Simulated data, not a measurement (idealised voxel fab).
Documented hereafter: the process module known as voxel air gaps.
cross-section cut | 300 nm wide | cells 5 nm
Cross-section layout: square cells on a grid; listed as bands, top to bottom; a band spans one or more cell rows.
A band entry consists of two parts. The first gives the height of the band's top and the height of its bottom, in nm. The rest lists the band's materials from left to right, each with its width in nm. A single material labelled with the word "throughout" fills the band from edge to edge, and the word "blank" marks empty space.
Counting heights begins at 0, where everything beneath is, in the wafer as received, one material. The lowest band has no bottom; it goes on downwards, as "top 0, no bottom" shows.
Graded width ("30..40"): value in top row of band = first number; value in bottom row = second number; row-to-row change constant.
No cell of the cross-section changed in a step that is given as "remained the same".
Any empty space of 8 cells or more lacking an open way to the top shows up in "Sealed void inventory" as width x height at distance, distance from the left edge, in nm.
What comes after the settings on a step's line is commentary from the simulator itself on that step.
overlay nm: mask right of planned place by this much (step with mask). Neg. = left.

BELOW IS THE LIST OF PLANNED PROCESS STEPS
1. RECEIVE (material Si)
2. CONFORMAL_DEP (material SiO2; thk nm 15)
3. CONFORMAL_DEP (material SiCN; thk nm 5)
4. DIRECTIONAL_DEP (material lowk; thk nm 30)
5. PATTERN (tone open; mask id LINES; material resist; width nm 25; pitch nm 55; thk nm 20; overlay nm 0)
6. DIRECTIONAL_ETCH (etch materials lowk; depth nm 30)
7. STRIP (etch materials resist)
8. CONFORMAL_DEP (material TiN; thk nm 5)
9. FILL_DEP (material W; thk nm 5)
10. CMP (height nm 50)
11. EPI (material Ru; thk nm 10)
12. SELECTIVE_ETCH (etch materials lowk; depth nm 40)
13. CONFORMAL_DEP (material SiCN; thk nm 5)

ACCOUNT OF THE FIRST OF TWO WAFERS, WHICH WAS PROCESSED AS INTENDED

CROSS-SECTIONAL VIEW OF THE WAFER IN ITS AS-RECEIVED CONDITION, CORRESPONDING TO THE STATE AFTER STEP 1
top 0, no bottom: Si throughout
Sealed void inventory: none

PRESENTED HERE IS A CROSS-SECTION OF THE WAFER AFTER STEP 2 HAS BEEN PERFORMED
top 15, bottom 0: SiO2 throughout
Note: structure below 0 unchanged.

PRESENTED HERE IS A CROSS-SECTION OF THE WAFER AFTER STEP 3 HAS BEEN PERFORMED
top 20, bottom 15: SiCN throughout
Note: structure below 15 unchanged.

PRESENTED HERE IS A CROSS-SECTION OF THE WAFER AFTER STEP 4 HAS BEEN PERFORMED
top 50, bottom 20: lowk throughout
Note: structure below 20 unchanged.

PRESENTED HERE IS A CROSS-SECTION OF THE WAFER AFTER STEP 5 HAS BEEN PERFORMED
top 70, bottom 50: 55 nm resist  25 nm blank  30 nm resist  25 nm blank  30 nm resist  25 nm blank  30 nm resist  25 nm blank  55 nm resist
Note: structure below 50 unchanged.

PRESENTED HERE IS A CROSS-SECTION OF THE WAFER AFTER STEP 6 HAS BEEN PERFORMED
top 70, bottom 50: 55 nm resist  25 nm blank  30 nm resist  25 nm blank  30 nm resist  25 nm blank  30 nm resist  25 nm blank  55 nm resist
top 50, bottom 20: 55 nm lowk  25 nm blank  30 nm lowk  25 nm blank  30 nm lowk  25 nm blank  30 nm lowk  25 nm blank  55 nm lowk
Note: structure below 20 unchanged.

PRESENTED HERE IS A CROSS-SECTION OF THE WAFER AFTER STEP 7 HAS BEEN PERFORMED
top 50, bottom 20: 55 nm lowk  25 nm blank  30 nm lowk  25 nm blank  30 nm lowk  25 nm blank  30 nm lowk  25 nm blank  55 nm lowk
Note: structure below 20 unchanged.

PRESENTED HERE IS A CROSS-SECTION OF THE WAFER AFTER STEP 8 HAS BEEN PERFORMED
top 55, bottom 50: 60 nm TiN  15 nm blank  40 nm TiN  15 nm blank  40 nm TiN  15 nm blank  40 nm TiN  15 nm blank  60 nm TiN
top 50, bottom 25: 55 nm lowk  5 nm TiN  15 nm blank  5 nm TiN  30 nm lowk  5 nm TiN  15 nm blank  5 nm TiN  30 nm lowk  5 nm TiN  15 nm blank  5 nm TiN  30 nm lowk  5 nm TiN  15 nm blank  5 nm TiN  55 nm lowk
top 25, bottom 20: 55 nm lowk  25 nm TiN  30 nm lowk  25 nm TiN  30 nm lowk  25 nm TiN  30 nm lowk  25 nm TiN  55 nm lowk
Note: structure below 20 unchanged.

PRESENTED HERE IS A CROSS-SECTION OF THE WAFER AFTER STEP 9 HAS BEEN PERFORMED
top 60, bottom 55: W throughout
top 55, bottom 50: 60 nm TiN  15 nm W  40 nm TiN  15 nm W  40 nm TiN  15 nm W  40 nm TiN  15 nm W  60 nm TiN
top 50, bottom 25: 55 nm lowk  5 nm TiN  15 nm W  5 nm TiN  30 nm lowk  5 nm TiN  15 nm W  5 nm TiN  30 nm lowk  5 nm TiN  15 nm W  5 nm TiN  30 nm lowk  5 nm TiN  15 nm W  5 nm TiN  55 nm lowk
Note: structure below 25 unchanged.

PRESENTED HERE IS A CROSS-SECTION OF THE WAFER AFTER STEP 10 HAS BEEN PERFORMED
top 50, bottom 25: 55 nm lowk  5 nm TiN  15 nm W  5 nm TiN  30 nm lowk  5 nm TiN  15 nm W  5 nm TiN  30 nm lowk  5 nm TiN  15 nm W  5 nm TiN  30 nm lowk  5 nm TiN  15 nm W  5 nm TiN  55 nm lowk
Note: structure below 25 unchanged.

PRESENTED HERE IS A CROSS-SECTION OF THE WAFER AFTER STEP 11 HAS BEEN PERFORMED
top 60, bottom 50: 45 nm blank  45 nm Ru  10 nm blank  45 nm Ru  10 nm blank  45 nm Ru  10 nm blank  45 nm Ru  45 nm blank
Note: structure below 50 unchanged.

PRESENTED HERE IS A CROSS-SECTION OF THE WAFER AFTER STEP 12 HAS BEEN PERFORMED
top 60, bottom 50: 45 nm blank  45 nm Ru  10 nm blank  45 nm Ru  10 nm blank  45 nm Ru  10 nm blank  45 nm Ru  45 nm blank
top 50, bottom 25: 55 nm blank  5 nm TiN  15 nm W  5 nm TiN  30 nm blank  5 nm TiN  15 nm W  5 nm TiN  30 nm blank  5 nm TiN  15 nm W  5 nm TiN  30 nm blank  5 nm TiN  15 nm W  5 nm TiN  55 nm blank
top 25, bottom 20: 55 nm blank  25 nm TiN  30 nm blank  25 nm TiN  30 nm blank  25 nm TiN  30 nm blank  25 nm TiN  55 nm blank
Note: structure below 20 unchanged.

PRESENTED HERE IS A CROSS-SECTION OF THE WAFER AFTER STEP 13 HAS BEEN PERFORMED
top 65, bottom 60: 40 nm blank  220 nm SiCN  40 nm blank
top 60, bottom 50: 40 nm blank  5 nm SiCN  45 nm Ru  10 nm SiCN  45 nm Ru  10 nm SiCN  45 nm Ru  10 nm SiCN  45 nm Ru  5 nm SiCN  40 nm blank
top 50, bottom 45: 40 nm blank  15 nm SiCN  5 nm TiN  15 nm W  5 nm TiN  30 nm SiCN  5 nm TiN  15 nm W  5 nm TiN  30 nm SiCN  5 nm TiN  15 nm W  5 nm TiN  30 nm SiCN  5 nm TiN  15 nm W  5 nm TiN  15 nm SiCN  40 nm blank
top 45, bottom 25: 50 nm blank  5 nm SiCN  5 nm TiN  15 nm W  5 nm TiN  5 nm SiCN  20 nm blank  5 nm SiCN  5 nm TiN  15 nm W  5 nm TiN  5 nm SiCN  20 nm blank  5 nm SiCN  5 nm TiN  15 nm W  5 nm TiN  5 nm SiCN  20 nm blank  5 nm SiCN  5 nm TiN  15 nm W  5 nm TiN  5 nm SiCN  50 nm blank
top 25, bottom 20: 55 nm SiCN  25 nm TiN  30 nm SiCN  25 nm TiN  30 nm SiCN  25 nm TiN  30 nm SiCN  25 nm TiN  55 nm SiCN
Note: structure below 20 unchanged.
Sealed void inventory: 20 x 20 at 85; 20 x 20 at 140; 20 x 20 at 195

NOW THE OTHER WAFER: SAME START, SAME RECIPE, BUT WE MESSED UP ONE THING WHEN RUNNING IT. UP TO AND INCLUDING STEP 4 IT'S THE SAME AS THE FIRST ONE

THE SECOND WAFER CUT THROUGH, AT THE TIME STEP 5 WAS SUPPOSED TO BE FINISHED
top 70, bottom 50: 55 nm blank  25 nm resist  30 nm blank  25 nm resist  30 nm blank  25 nm resist  30 nm blank  25 nm resist  55 nm blank
Note: structure below 50 unchanged.

THE SECOND WAFER CUT THROUGH, AT THE TIME STEP 6 WAS SUPPOSED TO BE FINISHED
top 70, bottom 50: 55 nm blank  25 nm resist  30 nm blank  25 nm resist  30 nm blank  25 nm resist  30 nm blank  25 nm resist  55 nm blank
top 50, bottom 20: 55 nm blank  25 nm lowk  30 nm blank  25 nm lowk  30 nm blank  25 nm lowk  30 nm blank  25 nm lowk  55 nm blank
Note: structure below 20 unchanged.

THE SECOND WAFER CUT THROUGH, AT THE TIME STEP 7 WAS SUPPOSED TO BE FINISHED
top 50, bottom 20: 55 nm blank  25 nm lowk  30 nm blank  25 nm lowk  30 nm blank  25 nm lowk  30 nm blank  25 nm lowk  55 nm blank
Note: structure below 20 unchanged.

THE SECOND WAFER CUT THROUGH, AT THE TIME STEP 8 WAS SUPPOSED TO BE FINISHED
top 55, bottom 50: 50 nm blank  35 nm TiN  20 nm blank  35 nm TiN  20 nm blank  35 nm TiN  20 nm blank  35 nm TiN  50 nm blank
top 50, bottom 25: 50 nm blank  5 nm TiN  25 nm lowk  5 nm TiN  20 nm blank  5 nm TiN  25 nm lowk  5 nm TiN  20 nm blank  5 nm TiN  25 nm lowk  5 nm TiN  20 nm blank  5 nm TiN  25 nm lowk  5 nm TiN  50 nm blank
top 25, bottom 20: 55 nm TiN  25 nm lowk  30 nm TiN  25 nm lowk  30 nm TiN  25 nm lowk  30 nm TiN  25 nm lowk  55 nm TiN
Note: structure below 20 unchanged.

THE SECOND WAFER CUT THROUGH, AT THE TIME STEP 9 WAS SUPPOSED TO BE FINISHED
top 60, bottom 55: W throughout
top 55, bottom 50: 50 nm W  35 nm TiN  20 nm W  35 nm TiN  20 nm W  35 nm TiN  20 nm W  35 nm TiN  50 nm W
top 50, bottom 25: 50 nm W  5 nm TiN  25 nm lowk  5 nm TiN  20 nm W  5 nm TiN  25 nm lowk  5 nm TiN  20 nm W  5 nm TiN  25 nm lowk  5 nm TiN  20 nm W  5 nm TiN  25 nm lowk  5 nm TiN  50 nm W
Note: structure below 25 unchanged.

THE SECOND WAFER CUT THROUGH, AT THE TIME STEP 10 WAS SUPPOSED TO BE FINISHED
top 50, bottom 25: 50 nm W  5 nm TiN  25 nm lowk  5 nm TiN  20 nm W  5 nm TiN  25 nm lowk  5 nm TiN  20 nm W  5 nm TiN  25 nm lowk  5 nm TiN  20 nm W  5 nm TiN  25 nm lowk  5 nm TiN  50 nm W
Note: structure below 25 unchanged.

THE SECOND WAFER CUT THROUGH, AT THE TIME STEP 11 WAS SUPPOSED TO BE FINISHED
top 60, bottom 50: 65 nm Ru  5 nm blank  50 nm Ru  5 nm blank  50 nm Ru  5 nm blank  50 nm Ru  5 nm blank  65 nm Ru
Note: structure below 50 unchanged.

THE SECOND WAFER CUT THROUGH, AT THE TIME STEP 12 WAS SUPPOSED TO BE FINISHED
top 60, bottom 50: 65 nm Ru  5 nm blank  50 nm Ru  5 nm blank  50 nm Ru  5 nm blank  50 nm Ru  5 nm blank  65 nm Ru
top 50, bottom 25: 50 nm W  5 nm TiN  25 nm blank  5 nm TiN  20 nm W  5 nm TiN  25 nm blank  5 nm TiN  20 nm W  5 nm TiN  25 nm blank  5 nm TiN  20 nm W  5 nm TiN  25 nm blank  5 nm TiN  50 nm W
top 25, bottom 20: 55 nm TiN  25 nm blank  30 nm TiN  25 nm blank  30 nm TiN  25 nm blank  30 nm TiN  25 nm blank  55 nm TiN
Note: structure below 20 unchanged.

THE SECOND WAFER CUT THROUGH, AT THE TIME STEP 13 WAS SUPPOSED TO BE FINISHED
top 65, bottom 60: SiCN throughout
top 60, bottom 50: 65 nm Ru  5 nm SiCN  50 nm Ru  5 nm SiCN  50 nm Ru  5 nm SiCN  50 nm Ru  5 nm SiCN  65 nm Ru
top 50, bottom 45: 50 nm W  5 nm TiN  25 nm SiCN  5 nm TiN  20 nm W  5 nm TiN  25 nm SiCN  5 nm TiN  20 nm W  5 nm TiN  25 nm SiCN  5 nm TiN  20 nm W  5 nm TiN  25 nm SiCN  5 nm TiN  50 nm W
top 45, bottom 25: 50 nm W  5 nm TiN  5 nm SiCN  15 nm blank  5 nm SiCN  5 nm TiN  20 nm W  5 nm TiN  5 nm SiCN  15 nm blank  5 nm SiCN  5 nm TiN  20 nm W  5 nm TiN  5 nm SiCN  15 nm blank  5 nm SiCN  5 nm TiN  20 nm W  5 nm TiN  5 nm SiCN  15 nm blank  5 nm SiCN  5 nm TiN  50 nm W
top 25, bottom 20: 55 nm TiN  25 nm SiCN  30 nm TiN  25 nm SiCN  30 nm TiN  25 nm SiCN  30 nm TiN  25 nm SiCN  55 nm TiN
Note: structure below 20 unchanged.
Sealed void inventory: 15 x 20 at 60; 15 x 20 at 115; 15 x 20 at 170; 15 x 20 at 225
Where did the run depart from the plan? step 5 changed vs plan, executed as PATTERN (tone cover; mask id LINES; material resist; width nm 25; pitch nm 55; thk nm 20; overlay nm 0)
End of process, cell counts, second wafer against first, materials with more or fewer: Ru +40, SiCN -16, TiN +20, W +100
The closed voids present at the end amount to 3 for the first wafer and 4 for the second wafer.
